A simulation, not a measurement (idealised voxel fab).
Title: Process Module voxel double patterning
The cross-section on display is named cut; it measures 155 nm wide, and its cells are 5 nm squares.
For the purposes of this document, a cross-section shall be understood as a grid of square cells, specified as bands listed in top-to-bottom order, each band consisting of one or more rows of cells. Top, bottom (nm), then materials left to right with widths (nm); lone material tagged "everywhere" fills the whole band edge to edge; "air" = empty space. Counting heights begins at 0, where everything beneath is, in the wafer as received, one material. The lowest band has no bottom; it goes on downwards, as "top 0, no bottom" shows. Width spec "30 to 40" -> top row of cells at first value, bottom row at second value, equal per-row change in between. A step reported as "changes: none" is a step in which no cell of the cross-section changed. Closed-off voids of 8+ cells (no open route to the top) go in "Enclosed empty spaces", written width x height at distance from the left edge, in nm. That trailing text on a step's line, after the settings, is the simulator's own remark on the step. The "overlay nm" setting may appear on a step's line; for a step that uses a mask, it gives how far to the right of its planned position the mask lay, and a negative value indicates the left.

Here's what the planned process steps look like
1) RECEIVE: material Si
2) CONFORMAL_DEP: material SiO2, thk nm 5
3) DIRECTIONAL_DEP: material polySi, thk nm 10
4) DIRECTIONAL_DEP: material SiN, thk nm 10
5) MASKED_ETCH: tone open, mask id FIRST, width nm 15, pitch nm 50, etch materials SiN, depth nm 10, overlay nm 0
6) PATTERN: tone open, mask id SECOND, material resist, width nm 15, pitch nm 50, thk nm 15, overlay nm 0
7) DIRECTIONAL_ETCH: etch materials SiN, depth nm 10
8) STRIP: etch materials resist
9) DIRECTIONAL_ETCH: etch materials polySi, depth nm 10
10) STRIP: etch materials SiN

Cross-section of the incoming wafer, state after step 1
	top 0, no bottom = Si everywhere
	Enclosed empty spaces: none

Result of the module, cross-sectioned: start per above, plan per above, one error in how it was run
	top 25, bottom 15 = SiN=20 | air=15 | SiN=10 | air=15 | SiN=10 | air=15 | SiN=10 | air=15 | SiN=10 | air=15 | SiN=20
	top 15, bottom 5 = polySi=20 | air=15 | polySi=10 | air=15 | polySi=10 | air=15 | polySi=10 | air=15 | polySi=10 | air=15 | polySi=20
	top 5, bottom 0 = SiO2 everywhere
	top 0, no bottom = Si everywhere
	Enclosed empty spaces: none
Deviation noted in wafer processing: yeah, step 10 of the plan got skipped, never ran
